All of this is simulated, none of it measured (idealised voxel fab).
The following process module bears the name voxel self aligned vias.
In the cross-section labelled cut, the width is 225 nm and each square cell is 5 nm.
When this document writes out a cross-section, it uses a grid of square cells and lists it as bands, beginning at the top and moving down, with a band standing for one or more rows of cells. Band: top and bottom heights (nm) first, top before bottom; then materials from left to right, widths in nm. "edge to edge" marks a sole material filling the band edge to edge. "air" denotes empty space. Where do heights start? At 0: under that level the wafer as delivered is made of one material only. And the lowest band has no floor; it just carries on downward, as in "z 0 and below". Width: "30->40" (first number = top row, second number = bottom row, same change from row to row of cells). Step marked "identical to before"? Then no cell in the cross-section changed in it. Enclosed voids (no open way to top), threshold 8 cells or more, entry "Sealed void inventory", notation width x height at distance, distance from left edge, nm. What comes after the settings on a step's line is commentary from the simulator itself on that step. A step's line can hold "overlay nm"; with a mask on that step, the setting says how far right of the planned place the mask lay, while a negative setting says it lay to the left.
[Process steps - plan]
1,RECEIVE,material Si
2,CONFORMAL_DEP,material SiO2,thk nm 10
3,CONFORMAL_DEP,material SiCN,thk nm 5
4,DIRECTIONAL_DEP,material lowk,thk nm 30
5,MASKED_ETCH,tone open,mask id LINES,width nm 20,pitch nm 70,etch materials lowk,depth nm 30,overlay nm 0
6,CONFORMAL_DEP,material TiN,thk nm 5
7,FILL_DEP,material W,thk nm 10
8,CMP,height nm 45
9,SELECTIVE_ETCH,etch materials W Ru TiN,depth nm 10
10,FILL_DEP,material SiN,thk nm 10
11,CMP,height nm 45
12,DIRECTIONAL_DEP,material lowk,thk nm 15
13,MASKED_ETCH,tone open,mask id VIAS,width nm 40,pitch nm 70,etch materials lowk,depth nm 15,overlay nm 0
14,MASKED_ETCH,tone open,mask id VIAS,width nm 40,pitch nm 70,etch materials SiN,depth nm 10,overlay nm 0
15,CONFORMAL_DEP,material TiN,thk nm 5
16,FILL_DEP,material W,thk nm 5
17,CMP,height nm 60
18,CONFORMAL_DEP,material SiCN,thk nm 5
The plan shows the width nm of step 5 as the first wafer had it; this setting differs between the wafers, which start out alike.
[The first of several wafers in cross-section, exactly as it reached us after step 1]
	z 0 and below | Si edge to edge
	Sealed void inventory: none
[First wafer of several, cross-section, module end, after step 18 (last)]
	z 65 to 60 | SiCN edge to edge
	z 60 to 50 | lowk=55 / TiN=5 / W=30 / TiN=5 / lowk=30 / TiN=5 / W=30 / TiN=5 / lowk=60
	z 50 to 40 | lowk=55->65 / TiN=15->5 / W=10 / TiN=15->5 / lowk=30->50 / TiN=15->5 / W=10 / TiN=15->5 / lowk=60->70
	z 40 to 35 | lowk=65 / TiN=20 / lowk=50 / TiN=20 / lowk=70
	z 35 to 20 | lowk=65 / TiN=5 / W=10 / TiN=5 / lowk=50 / TiN=5 / W=10 / TiN=5 / lowk=70
	z 20 to 15 | lowk=65 / TiN=20 / lowk=50 / TiN=20 / lowk=70
	z 15 to 10 | SiCN edge to edge
	z 10 to 0 | SiO2 edge to edge
	z 0 and below | Si edge to edge
	Sealed void inventory: none
[Cross-section at module completion, last wafer]
	z 65 to 60 | SiCN edge to edge
	z 60 to 45 | lowk=55 / TiN=5 / W=30 / TiN=5 / lowk=30 / TiN=5 / W=30 / TiN=5 / lowk=60
	z 45 to 40 | lowk=55 / TiN=5 / W=30 / TiN=5 / SiN=5 / lowk=25 / TiN=5 / W=30 / TiN=5 / SiN=5 / lowk=55
	z 40 to 35 | lowk=55 / TiN=40 / SiN=5 / lowk=25 / TiN=40 / SiN=5 / lowk=55
	z 35 to 20 | lowk=55 / TiN=5 / W=35 / TiN=5 / lowk=25 / TiN=5 / W=35 / TiN=5 / lowk=55
	z 20 to 15 | lowk=55 / TiN=45 / lowk=25 / TiN=45 / lowk=55
	z 15 to 10 | SiCN edge to edge
	z 10 to 0 | SiO2 edge to edge
	z 0 and below | Si edge to edge
	Sealed void inventory: none
[Wafer rows, end of module: cells per material gained (+) or lost (-) since receipt; closed voids last]
width nm 20, +90 SiCN, +90 SiO2, +52 TiN, +44 W, +309 lowk, Sealed void inventory: none
width nm 25, +90 SiCN, +90 SiO2, +54 TiN, +54 W, +297 lowk, Sealed void inventory: none
width nm 30, +90 SiCN, +90 SiO2, +56 TiN, +64 W, +285 lowk, Sealed void inventory: none
width nm 35, +90 SiCN, +90 SiO2, +58 TiN, +74 W, +273 lowk, Sealed void inventory: none
width nm 40, +90 SiCN, +90 SiO2, +60 TiN, +84 W, +261 lowk, Sealed void inventory: none
width nm 45, +90 SiCN, +4 SiN, +90 SiO2, +62 TiN, +90 W, +249 lowk, Sealed void inventory: none
